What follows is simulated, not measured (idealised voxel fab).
voxel transistor to metal: a process module
This is section cut - it's 200 nm across, gridded in 5 nm square cells.
In what follows, cross-sections appear as grids of square cells, described through bands that run from the top down, where every band is one or more rows of cells. Each band's line starts with the height of the band's top and of its bottom, in nm. Then come its materials from left to right, each with its width in nm. One material with "edge to edge" fills the band from edge to edge. "air" is empty space. Height 0 is the level under which the wafer as received is all one material. The lowest band goes on downwards, as in "0 nm and below". Width spec "30..40" -> top row of cells at first value, bottom row at second value, equal per-row change in between. Where a step carries "stayed the same", the cross-section came out of it unchanged, cell for cell. Closed-off voids of 8+ cells (no open route to the top) go in "Closed void register", written width x height at distance from the left edge, in nm. Text after the settings on a step's line: the simulator's own remark on that step. overlay nm, on a step with a mask: how far to the right of its planned place the mask lay; to the left if negative.

Below is the list of planned process steps:
- 1: RECEIVE | material Si
- 2: OXIDIZE | depth nm 5
- 3: CONFORMAL_DEP | material SiN | thk nm 15
- 4: MASKED_ETCH | tone cover | mask id ACTIVE | width nm 105 | etch materials SiN | depth nm 15 | overlay nm 0
- 5: MASKED_ETCH | tone cover | mask id ACTIVE | width nm 105 | etch materials SiO2 | depth nm 5 | overlay nm 0
- 6: MASKED_ETCH | tone cover | mask id ACTIVE | width nm 105 | etch materials Si | depth nm 25 | overlay nm 0
- 7: FILL_DEP | material SiO2 | thk nm 5
- 8: CMP | height nm 15
- 9: SELECTIVE_ETCH | etch materials SiO2 | depth nm 15
- 10: STRIP | etch materials SiN
- 11: SELECTIVE_ETCH | etch materials SiO2 | depth nm 5
- 12: OXIDIZE | depth nm 5
- 13: DIRECTIONAL_DEP | material polySi | thk nm 20
- 14: DIRECTIONAL_DEP | material SiCN | thk nm 15
- 15: PATTERN | tone cover | mask id GATE | material resist | width nm 25 | thk nm 15 | overlay nm 0
- 16: DIRECTIONAL_ETCH | etch materials SiCN | depth nm 25
- 17: DIRECTIONAL_ETCH | etch materials polySi | depth nm 30
- 18: STRIP | etch materials resist
- 19: CONFORMAL_DEP | material SiN | thk nm 10
- 20: DIRECTIONAL_ETCH | etch materials SiN | depth nm 10
- 21: DIRECTIONAL_ETCH | etch materials SiO2 | depth nm 5
- 22: DIRECTIONAL_ETCH | etch materials Si | depth nm 5
- 23: EPI | material pSi | thk nm 5
- 24: FILL_DEP | material SiO2 | thk nm 5
- 25: CMP | height nm 15
- 26: STRIP | etch materials polySi
- 27: SELECTIVE_ETCH | etch materials SiO2 | depth nm 5
- 28: CONFORMAL_DEP | material HfO2 | thk nm 5
- 29: CONFORMAL_DEP | material TiN | thk nm 5
- 30: FILL_DEP | material W | thk nm 10
- 31: CMP | height nm 10
- 32: DIRECTIONAL_DEP | material SiO2 | thk nm 15
- 33: MASKED_ETCH | tone open | mask id CONTACT | width nm 15 | pitch nm 80 | etch materials SiO2 | depth nm 35 | overlay nm 0
- 34: CONFORMAL_DEP | material TiN | thk nm 5
- 35: FILL_DEP | material W | thk nm 10
- 36: CMP | height nm 25
- 37: CONFORMAL_DEP | material SiN | thk nm 5
- 38: DIRECTIONAL_DEP | material lowk | thk nm 25
- 39: DIRECTIONAL_DEP | material aC | thk nm 10
- 40: PATTERN | tone open | mask id METAL_1 | material resist | width nm 15 | pitch nm 80 | thk nm 30 | overlay nm 0
- 41: DIRECTIONAL_ETCH | etch materials aC | depth nm 10
- 42: STRIP | etch materials resist
- 43: DIRECTIONAL_ETCH | etch materials lowk | depth nm 25
- 44: DIRECTIONAL_ETCH | etch materials SiN | depth nm 5
- 45: STRIP | etch materials aC
- 46: CONFORMAL_DEP | material TiN | thk nm 5
- 47: FILL_DEP | material Ru | thk nm 5
- 48: CMP | height nm 55
- 49: CONFORMAL_DEP | material SiN | thk nm 5

So, the first of our two wafers, run just as we planned it:

This is the cross-section of the wafer as we received it, i.e. after step 1:
* 0 nm and below | Si edge to edge
* Closed void register: none

Cross-section of the wafer after step 2:
* 0 nm to -5 nm | SiO2 edge to edge
* Nothing below the height -5 has changed.

Cross-section of the wafer after step 3:
* 15 nm to 0 nm | SiN edge to edge
* Nothing below the height 0 has changed.

Cross-section of the wafer after step 4:
* 15 nm to 0 nm | 45 of air, then 105 of SiN, then 50 of air
* Nothing below the height 0 has changed.

Cross-section of the wafer after step 5:
* 15 nm to 0 nm | 45 of air, then 105 of SiN, then 50 of air
* 0 nm to -5 nm | 45 of air, then 105 of SiO2, then 50 of air
* Nothing below the height -5 has changed.

Cross-section of the wafer after step 6:
* 15 nm to 0 nm | 45 of air, then 105 of SiN, then 50 of air
* 0 nm to -5 nm | 45 of air, then 105 of SiO2, then 50 of air
* -5 nm to -30 nm | 45 of air, then 105 of Si, then 50 of air
* Nothing below the height -30 has changed.

Cross-section of the wafer after step 7:
* 20 nm to 15 nm | SiO2 edge to edge
* 15 nm to 0 nm | 45 of SiO2, then 105 of SiN, then 50 of SiO2
* 0 nm to -5 nm | SiO2 edge to edge
* -5 nm to -30 nm | 45 of SiO2, then 105 of Si, then 50 of SiO2
* Nothing below the height -30 has changed.

Cross-section of the wafer after step 8:
* 15 nm to 0 nm | 45 of SiO2, then 105 of SiN, then 50 of SiO2
* Nothing below the height 0 has changed.

Cross-section of the wafer after step 9:
* 15 nm to 0 nm | 45 of air, then 105 of SiN, then 50 of air
* Nothing below the height 0 has changed.

Cross-section of the wafer after step 10:
* 0 nm to -5 nm | SiO2 edge to edge
* Nothing below the height -5 has changed.

Cross-section of the wafer after step 11:
* -5 nm to -30 nm | 45 of SiO2, then 105 of Si, then 50 of SiO2
* Nothing below the height -30 has changed.

Cross-section of the wafer after step 12:
* -5 nm to -10 nm | SiO2 edge to edge
* Nothing below the height -10 has changed.

Cross-section of the wafer after step 13:
* 15 nm to -5 nm | polySi edge to edge
* Nothing below the height -5 has changed.

Cross-section of the wafer after step 14:
* 30 nm to 15 nm | SiCN edge to edge
* Nothing below the height 15 has changed.

Cross-section of the wafer after step 15:
* 45 nm to 30 nm | 85 of air, then 25 of resist, then 90 of air
* Nothing below the height 30 has changed.

Cross-section of the wafer after step 16:
* 45 nm to 30 nm | 85 of air, then 25 of resist, then 90 of air
* 30 nm to 15 nm | 85 of air, then 25 of SiCN, then 90 of air
* Nothing below the height 15 has changed.

Cross-section of the wafer after step 17:
* 45 nm to 30 nm | 85 of air, then 25 of resist, then 90 of air
* 30 nm to 15 nm | 85 of air, then 25 of SiCN, then 90 of air
* 15 nm to -5 nm | 85 of air, then 25 of polySi, then 90 of air
* Nothing below the height -5 has changed.

Cross-section of the wafer after step 18:
* 30 nm to 15 nm | 85 of air, then 25 of SiCN, then 90 of air
* Nothing below the height 15 has changed.

Cross-section of the wafer after step 19:
* 40 nm to 30 nm | 75 of air, then 45 of SiN, then 80 of air
* 30 nm to 15 nm | 75 of air, then 10 of SiN, then 25 of SiCN, then 10 of SiN, then 80 of air
* 15 nm to 5 nm | 75 of air, then 10 of SiN, then 25 of polySi, then 10 of SiN, then 80 of air
* 5 nm to -5 nm | 85 of SiN, then 25 of polySi, then 90 of SiN
* Nothing below the height -5 has changed.

Cross-section of the wafer after step 20:
* 30 nm to 15 nm | 75 of air, then 10 of SiN, then 25 of SiCN, then 10 of SiN, then 80 of air
* 15 nm to -5 nm | 75 of air, then 10 of SiN, then 25 of polySi, then 10 of SiN, then 80 of air
* Nothing below the height -5 has changed.

Cross-section of the wafer after step 21:
* 30 nm to 15 nm | 75 of air, then 10 of SiN, then 25 of SiCN, then 10 of SiN, then 80 of air
* 15 nm to -5 nm | 75 of air, then 10 of SiN, then 25 of polySi, then 10 of SiN, then 80 of air
* -5 nm to -10 nm | 75 of air, then 45 of SiO2, then 80 of air
* Nothing below the height -10 has changed.

Cross-section of the wafer after step 22:
* 30 nm to 15 nm | 75 of air, then 10 of SiN, then 25 of SiCN, then 10 of SiN, then 80 of air
* 15 nm to -5 nm | 75 of air, then 10 of SiN, then 25 of polySi, then 10 of SiN, then 80 of air
* -5 nm to -10 nm | 75 of air, then 45 of SiO2, then 80 of air
* -10 nm to -15 nm | 45 of SiO2, then 30 of air, then 45 of Si, then 30 of air, then 50 of SiO2
* Nothing below the height -15 has changed.

Cross-section of the wafer after step 23:
* 30 nm to 15 nm | 75 of air, then 10 of SiN, then 25 of SiCN, then 10 of SiN, then 80 of air
* 15 nm to -5 nm | 75 of air, then 10 of SiN, then 25 of polySi, then 10 of SiN, then 80 of air
* -5 nm to -10 nm | 70 of air, then 5 of pSi, then 45 of SiO2, then 5 of pSi, then 75 of air
* -10 nm to -15 nm | 45 of SiO2, then 30 of pSi, then 45 of Si, then 30 of pSi, then 50 of SiO2
* Nothing below the height -15 has changed.

Cross-section of the wafer after step 24:
* 35 nm to 30 nm | SiO2 edge to edge
* 30 nm to 15 nm | 75 of SiO2, then 10 of SiN, then 25 of SiCN, then 10 of SiN, then 80 of SiO2
* 15 nm to -5 nm | 75 of SiO2, then 10 of SiN, then 25 of polySi, then 10 of SiN, then 80 of SiO2
* -5 nm to -10 nm | 70 of SiO2, then 5 of pSi, then 45 of SiO2, then 5 of pSi, then 75 of SiO2
* Nothing below the height -10 has changed.

Cross-section of the wafer after step 25:
* 15 nm to -5 nm | 75 of SiO2, then 10 of SiN, then 25 of polySi, then 10 of SiN, then 80 of SiO2
* Nothing below the height -5 has changed.

Cross-section of the wafer after step 26:
* 15 nm to -5 nm | 75 of SiO2, then 10 of SiN, then 25 of air, then 10 of SiN, then 80 of SiO2
* Nothing below the height -5 has changed.

Cross-section of the wafer after step 27:
* 15 nm to 10 nm | 75 of air, then 10 of SiN, then 25 of air, then 10 of SiN, then 80 of air
* 10 nm to -5 nm | 75 of SiO2, then 10 of SiN, then 25 of air, then 10 of SiN, then 80 of SiO2
* -5 nm to -10 nm | 70 of SiO2, then 5 of pSi, then 5 of SiO2, then 35 of air, then 5 of SiO2, then 5 of pSi, then 75 of SiO2
* Nothing below the height -10 has changed.

Cross-section of the wafer after step 28:
* 20 nm to 15 nm | 70 of air, then 20 of HfO2, then 15 of air, then 20 of HfO2, then 75 of air
* 15 nm to 10 nm | 75 of HfO2, then 10 of SiN, then 5 of HfO2, then 15 of air, then 5 of HfO2, then 10 of SiN, then 80 of HfO2
* 10 nm to -5 nm | 75 of SiO2, then 10 of SiN, then 5 of HfO2, then 15 of air, then 5 of HfO2, then 10 of SiN, then 80 of SiO2
* -5 nm to -10 nm | 70 of SiO2, then 5 of pSi, then 5 of SiO2, then 35 of HfO2, then 5 of SiO2, then 5 of pSi, then 75 of SiO2
* Nothing below the height -10 has changed.

Cross-section of the wafer after step 29:
* 25 nm to 20 nm | 65 of air, then 30 of TiN, then 5 of air, then 30 of TiN, then 70 of air
* 20 nm to 15 nm | 70 of TiN, then 20 of HfO2, then 5 of TiN, then 5 of air, then 5 of TiN, then 20 of HfO2, then 75 of TiN
* 15 nm to 10 nm | 75 of HfO2, then 10 of SiN, then 5 of HfO2, then 5 of TiN, then 5 of air, then 5 of TiN, then 5 of HfO2, then 10 of SiN, then 80 of HfO2
* 10 nm to 0 nm | 75 of SiO2, then 10 of SiN, then 5 of HfO2, then 5 of TiN, then 5 of air, then 5 of TiN, then 5 of HfO2, then 10 of SiN, then 80 of SiO2
* 0 nm to -5 nm | 75 of SiO2, then 10 of SiN, then 5 of HfO2, then 15 of TiN, then 5 of HfO2, then 10 of SiN, then 80 of SiO2
* Nothing below the height -5 has changed.

Cross-section of the wafer after step 30:
* 35 nm to 25 nm | W edge to edge
* 25 nm to 20 nm | 65 of W, then 30 of TiN, then 5 of W, then 30 of TiN, then 70 of W
* 20 nm to 15 nm | 70 of TiN, then 20 of HfO2, then 5 of TiN, then 5 of W, then 5 of TiN, then 20 of HfO2, then 75 of TiN
* 15 nm to 10 nm | 75 of HfO2, then 10 of SiN, then 5 of HfO2, then 5 of TiN, then 5 of W, then 5 of TiN, then 5 of HfO2, then 10 of SiN, then 80 of HfO2
* 10 nm to 0 nm | 75 of SiO2, then 10 of SiN, then 5 of HfO2, then 5 of TiN, then 5 of W, then 5 of TiN, then 5 of HfO2, then 10 of SiN, then 80 of SiO2
* Nothing below the height 0 has changed.

Cross-section of the wafer after step 31:
* 10 nm to 0 nm | 75 of SiO2, then 10 of SiN, then 5 of HfO2, then 5 of TiN, then 5 of W, then 5 of TiN, then 5 of HfO2, then 10 of SiN, then 80 of SiO2
* Nothing below the height 0 has changed.

Cross-section of the wafer after step 32:
* 25 nm to 10 nm | SiO2 edge to edge
* Nothing below the height 10 has changed.

Cross-section of the wafer after step 33:
* 25 nm to 10 nm | 50 of SiO2, then 15 of air, then 65 of SiO2, then 15 of air, then 55 of SiO2
* 10 nm to 0 nm | 50 of SiO2, then 15 of air, then 10 of SiO2, then 10 of SiN, then 5 of HfO2, then 5 of TiN, then 5 of W, then 5 of TiN, then 5 of HfO2, then 10 of SiN, then 10 of SiO2, then 15 of air, then 55 of SiO2
* 0 nm to -5 nm | 50 of SiO2, then 15 of air, then 10 of SiO2, then 10 of SiN, then 5 of HfO2, then 15 of TiN, then 5 of HfO2, then 10 of SiN, then 10 of SiO2, then 15 of air, then 55 of SiO2
* -5 nm to -10 nm | 50 of SiO2, then 15 of air, then 5 of SiO2, then 5 of pSi, then 5 of SiO2, then 35 of HfO2, then 5 of SiO2, then 5 of pSi, then 5 of SiO2, then 15 of air, then 55 of SiO2
* Nothing below the height -10 has changed.

Cross-section of the wafer after step 34:
* 30 nm to 25 nm | 55 of TiN, then 5 of air, then 75 of TiN, then 5 of air, then 60 of TiN
* 25 nm to 10 nm | 50 of SiO2, then 5 of TiN, then 5 of air, then 5 of TiN, then 65 of SiO2, then 5 of TiN, then 5 of air, then 5 of TiN, then 55 of SiO2
* 10 nm to 0 nm | 50 of SiO2, then 5 of TiN, then 5 of air, then 5 of TiN, then 10 of SiO2, then 10 of SiN, then 5 of HfO2, then 5 of TiN, then 5 of W, then 5 of TiN, then 5 of HfO2, then 10 of SiN, then 10 of SiO2, then 5 of TiN, then 5 of air, then 5 of TiN, then 55 of SiO2
* 0 nm to -5 nm | 50 of SiO2, then 5 of TiN, then 5 of air, then 5 of TiN, then 10 of SiO2, then 10 of SiN, then 5 of HfO2, then 15 of TiN, then 5 of HfO2, then 10 of SiN, then 10 of SiO2, then 5 of TiN, then 5 of air, then 5 of TiN, then 55 of SiO2
* -5 nm to -10 nm | 50 of SiO2, then 15 of TiN, then 5 of SiO2, then 5 of pSi, then 5 of SiO2, then 35 of HfO2, then 5 of SiO2, then 5 of pSi, then 5 of SiO2, then 15 of TiN, then 55 of SiO2
* Nothing below the height -10 has changed.

Cross-section of the wafer after step 35:
* 40 nm to 30 nm | W edge to edge
* 30 nm to 25 nm | 55 of TiN, then 5 of W, then 75 of TiN, then 5 of W, then 60 of TiN
* 25 nm to 10 nm | 50 of SiO2, then 5 of TiN, then 5 of W, then 5 of TiN, then 65 of SiO2, then 5 of TiN, then 5 of W, then 5 of TiN, then 55 of SiO2
* 10 nm to 0 nm | 50 of SiO2, then 5 of TiN, then 5 of W, then 5 of TiN, then 10 of SiO2, then 10 of SiN, then 5 of HfO2, then 5 of TiN, then 5 of W, then 5 of TiN, then 5 of HfO2, then 10 of SiN, then 10 of SiO2, then 5 of TiN, then 5 of W, then 5 of TiN, then 55 of SiO2
* 0 nm to -5 nm | 50 of SiO2, then 5 of TiN, then 5 of W, then 5 of TiN, then 10 of SiO2, then 10 of SiN, then 5 of HfO2, then 15 of TiN, then 5 of HfO2, then 10 of SiN, then 10 of SiO2, then 5 of TiN, then 5 of W, then 5 of TiN, then 55 of SiO2
* Nothing below the height -5 has changed.

Cross-section of the wafer after step 36:
* 25 nm to 10 nm | 50 of SiO2, then 5 of TiN, then 5 of W, then 5 of TiN, then 65 of SiO2, then 5 of TiN, then 5 of W, then 5 of TiN, then 55 of SiO2
* Nothing below the height 10 has changed.

Cross-section of the wafer after step 37:
* 30 nm to 25 nm | SiN edge to edge
* Nothing below the height 25 has changed.

Cross-section of the wafer after step 38:
* 55 nm to 30 nm | lowk edge to edge
* Nothing below the height 30 has changed.

Cross-section of the wafer after step 39:
* 65 nm to 55 nm | aC edge to edge
* Nothing below the height 55 has changed.

Cross-section of the wafer after step 40:
* 95 nm to 65 nm | 50 of resist, then 15 of air, then 65 of resist, then 15 of air, then 55 of resist
* Nothing below the height 65 has changed.

Cross-section of the wafer after step 41:
* 85 nm to 65 nm | 50 of resist, then 15 of air, then 65 of resist, then 15 of air, then 55 of resist
* 65 nm to 55 nm | 50 of aC, then 15 of air, then 65 of aC, then 15 of air, then 55 of aC
* Nothing below the height 55 has changed.

Cross-section of the wafer after step 42:
* 65 nm to 55 nm | 50 of aC, then 15 of air, then 65 of aC, then 15 of air, then 55 of aC
* Nothing below the height 55 has changed.

Cross-section of the wafer after step 43:
* 65 nm to 55 nm | 50 of aC, then 15 of air, then 65 of aC, then 15 of air, then 55 of aC
* 55 nm to 30 nm | 50 of lowk, then 15 of air, then 65 of lowk, then 15 of air, then 55 of lowk
* Nothing below the height 30 has changed.

Cross-section of the wafer after step 44:
* 65 nm to 55 nm | 50 of aC, then 15 of air, then 65 of aC, then 15 of air, then 55 of aC
* 55 nm to 30 nm | 50 of lowk, then 15 of air, then 65 of lowk, then 15 of air, then 55 of lowk
* 30 nm to 25 nm | 50 of SiN, then 15 of air, then 65 of SiN, then 15 of air, then 55 of SiN
* Nothing below the height 25 has changed.

Cross-section of the wafer after step 45:
* 55 nm to 30 nm | 50 of lowk, then 15 of air, then 65 of lowk, then 15 of air, then 55 of lowk
* Nothing below the height 30 has changed.

Cross-section of the wafer after step 46:
* 60 nm to 55 nm | 55 of TiN, then 5 of air, then 75 of TiN, then 5 of air, then 60 of TiN
* 55 nm to 30 nm | 50 of lowk, then 5 of TiN, then 5 of air, then 5 of TiN, then 65 of lowk, then 5 of TiN, then 5 of air, then 5 of TiN, then 55 of lowk
* 30 nm to 25 nm | 50 of SiN, then 15 of TiN, then 65 of SiN, then 15 of TiN, then 55 of SiN
* Nothing below the height 25 has changed.

Cross-section of the wafer after step 47:
* 65 nm to 60 nm | Ru edge to edge
* 60 nm to 55 nm | 55 of TiN, then 5 of Ru, then 75 of TiN, then 5 of Ru, then 60 of TiN
* 55 nm to 30 nm | 50 of lowk, then 5 of TiN, then 5 of Ru, then 5 of TiN, then 65 of lowk, then 5 of TiN, then 5 of Ru, then 5 of TiN, then 55 of lowk
* Nothing below the height 30 has changed.

Cross-section of the wafer after step 48:
* 55 nm to 30 nm | 50 of lowk, then 5 of TiN, then 5 of Ru, then 5 of TiN, then 65 of lowk, then 5 of TiN, then 5 of Ru, then 5 of TiN, then 55 of lowk
* Nothing below the height 30 has changed.

Cross-section of the wafer after step 49:
* 60 nm to 55 nm | SiN edge to edge
* Nothing below the height 55 has changed.

The remaining wafer, second of the two, started like the first and was run to the same plan, except that one mistake was made along the way; the two coincide through step 32, inclusive:

Cross-section of the second wafer at the time by which step 33 should have been completed according to the plan:
* 25 nm to 10 nm | 50 of air, then 15 of SiO2, then 65 of air, then 15 of SiO2, then 55 of air
* 10 nm to 0 nm | 50 of air, then 15 of SiO2, then 10 of air, then 10 of SiN, then 5 of HfO2, then 5 of TiN, then 5 of W, then 5 of TiN, then 5 of HfO2, then 10 of SiN, then 10 of air, then 15 of SiO2, then 55 of air
* 0 nm to -5 nm | 50 of air, then 15 of SiO2, then 10 of air, then 10 of SiN, then 5 of HfO2, then 15 of TiN, then 5 of HfO2, then 10 of SiN, then 10 of air, then 15 of SiO2, then 55 of air
* -5 nm to -10 nm | 50 of air, then 15 of SiO2, then 5 of air, then 5 of pSi, then 5 of SiO2, then 35 of HfO2, then 5 of SiO2, then 5 of pSi, then 5 of air, then 15 of SiO2, then 55 of air
* Nothing below the height -10 has changed.

Cross-section of the second wafer at the time by which step 34 should have been completed according to the plan:
* 30 nm to 25 nm | 45 of air, then 25 of TiN, then 55 of air, then 25 of TiN, then 50 of air
* 25 nm to 15 nm | 45 of air, then 5 of TiN, then 15 of SiO2, then 5 of TiN, then 55 of air, then 5 of TiN, then 15 of SiO2, then 5 of TiN, then 50 of air
* 15 nm to 10 nm | 45 of air, then 5 of TiN, then 15 of SiO2, then 65 of TiN, then 15 of SiO2, then 5 of TiN, then 50 of air
* 10 nm to 0 nm | 45 of air, then 5 of TiN, then 15 of SiO2, then 10 of TiN, then 10 of SiN, then 5 of HfO2, then 5 of TiN, then 5 of W, then 5 of TiN, then 5 of HfO2, then 10 of SiN, then 10 of TiN, then 15 of SiO2, then 5 of TiN, then 50 of air
* 0 nm to -5 nm | 45 of air, then 5 of TiN, then 15 of SiO2, then 10 of TiN, then 10 of SiN, then 5 of HfO2, then 15 of TiN, then 5 of HfO2, then 10 of SiN, then 10 of TiN, then 15 of SiO2, then 5 of TiN, then 50 of air
* -5 nm to -10 nm | 50 of TiN, then 15 of SiO2, then 5 of TiN, then 5 of pSi, then 5 of SiO2, then 35 of HfO2, then 5 of SiO2, then 5 of pSi, then 5 of TiN, then 15 of SiO2, then 55 of TiN
* Nothing below the height -10 has changed.

Cross-section of the second wafer at the time by which step 35 should have been completed according to the plan:
* 40 nm to 30 nm | W edge to edge
* 30 nm to 25 nm | 45 of W, then 25 of TiN, then 55 of W, then 25 of TiN, then 50 of W
* 25 nm to 15 nm | 45 of W, then 5 of TiN, then 15 of SiO2, then 5 of TiN, then 55 of W, then 5 of TiN, then 15 of SiO2, then 5 of TiN, then 50 of W
* 15 nm to 10 nm | 45 of W, then 5 of TiN, then 15 of SiO2, then 65 of TiN, then 15 of SiO2, then 5 of TiN, then 50 of W
* 10 nm to 0 nm | 45 of W, then 5 of TiN, then 15 of SiO2, then 10 of TiN, then 10 of SiN, then 5 of HfO2, then 5 of TiN, then 5 of W, then 5 of TiN, then 5 of HfO2, then 10 of SiN, then 10 of TiN, then 15 of SiO2, then 5 of TiN, then 50 of W
* 0 nm to -5 nm | 45 of W, then 5 of TiN, then 15 of SiO2, then 10 of TiN, then 10 of SiN, then 5 of HfO2, then 15 of TiN, then 5 of HfO2, then 10 of SiN, then 10 of TiN, then 15 of SiO2, then 5 of TiN, then 50 of W
* Nothing below the height -5 has changed.

Cross-section of the second wafer at the time by which step 36 should have been completed according to the plan:
* 25 nm to 15 nm | 45 of W, then 5 of TiN, then 15 of SiO2, then 5 of TiN, then 55 of W, then 5 of TiN, then 15 of SiO2, then 5 of TiN, then 50 of W
* Nothing below the height 15 has changed.

Cross-section of the second wafer at the time by which step 37 should have been completed according to the plan:
* 30 nm to 25 nm | SiN edge to edge
* Nothing below the height 25 has changed.

Cross-section of the second wafer at the time by which step 38 should have been completed according to the plan:
* 55 nm to 30 nm | lowk edge to edge
* Nothing below the height 30 has changed.

Cross-section of the second wafer at the time by which step 39 should have been completed according to the plan:
* 65 nm to 55 nm | aC edge to edge
* Nothing below the height 55 has changed.

Cross-section of the second wafer at the time by which step 40 should have been completed according to the plan:
* 95 nm to 65 nm | 50 of resist, then 15 of air, then 65 of resist, then 15 of air, then 55 of resist
* Nothing below the height 65 has changed.

Cross-section of the second wafer at the time by which step 41 should have been completed according to the plan:
* 85 nm to 65 nm | 50 of resist, then 15 of air, then 65 of resist, then 15 of air, then 55 of resist
* 65 nm to 55 nm | 50 of aC, then 15 of air, then 65 of aC, then 15 of air, then 55 of aC
* Nothing below the height 55 has changed.

Cross-section of the second wafer at the time by which step 42 should have been completed according to the plan:
* 65 nm to 55 nm | 50 of aC, then 15 of air, then 65 of aC, then 15 of air, then 55 of aC
* Nothing below the height 55 has changed.

Cross-section of the second wafer at the time by which step 43 should have been completed according to the plan:
* 65 nm to 55 nm | 50 of aC, then 15 of air, then 65 of aC, then 15 of air, then 55 of aC
* 55 nm to 30 nm | 50 of lowk, then 15 of air, then 65 of lowk, then 15 of air, then 55 of lowk
* Nothing below the height 30 has changed.

Cross-section of the second wafer at the time by which step 44 should have been completed according to the plan:
* 65 nm to 55 nm | 50 of aC, then 15 of air, then 65 of aC, then 15 of air, then 55 of aC
* 55 nm to 30 nm | 50 of lowk, then 15 of air, then 65 of lowk, then 15 of air, then 55 of lowk
* 30 nm to 25 nm | 50 of SiN, then 15 of air, then 65 of SiN, then 15 of air, then 55 of SiN
* Nothing below the height 25 has changed.

Cross-section of the second wafer at the time by which step 45 should have been completed according to the plan:
* 55 nm to 30 nm | 50 of lowk, then 15 of air, then 65 of lowk, then 15 of air, then 55 of lowk
* Nothing below the height 30 has changed.

Cross-section of the second wafer at the time by which step 46 should have been completed according to the plan:
* 60 nm to 55 nm | 55 of TiN, then 5 of air, then 75 of TiN, then 5 of air, then 60 of TiN
* 55 nm to 30 nm | 50 of lowk, then 5 of TiN, then 5 of air, then 5 of TiN, then 65 of lowk, then 5 of TiN, then 5 of air, then 5 of TiN, then 55 of lowk
* 30 nm to 25 nm | 50 of SiN, then 15 of TiN, then 65 of SiN, then 15 of TiN, then 55 of SiN
* Nothing below the height 25 has changed.

Cross-section of the second wafer at the time by which step 47 should have been completed according to the plan:
* 65 nm to 60 nm | Ru edge to edge
* 60 nm to 55 nm | 55 of TiN, then 5 of Ru, then 75 of TiN, then 5 of Ru, then 60 of TiN
* 55 nm to 30 nm | 50 of lowk, then 5 of TiN, then 5 of Ru, then 5 of TiN, then 65 of lowk, then 5 of TiN, then 5 of Ru, then 5 of TiN, then 55 of lowk
* Nothing below the height 30 has changed.

Cross-section of the second wafer at the time by which step 48 should have been completed according to the plan:
* 55 nm to 30 nm | 50 of lowk, then 5 of TiN, then 5 of Ru, then 5 of TiN, then 65 of lowk, then 5 of TiN, then 5 of Ru, then 5 of TiN, then 55 of lowk
* Nothing below the height 30 has changed.

Cross-section of the second wafer at the time by which step 49 should have been completed according to the plan:
* 60 nm to 55 nm | SiN edge to edge
* Nothing below the height 55 has changed.
what went wrong: step 33 ran with different settings than intended, the actual operation and settings being MASKED_ETCH | tone cover | mask id CONTACT | width nm 15 | pitch nm 80 | etch materials SiO2 | depth nm 35 | overlay nm 0
Bottom line after processing is that, in cells, the second wafer is up or down on some materials versus the first: SiO2 -158; TiN +34; W +124
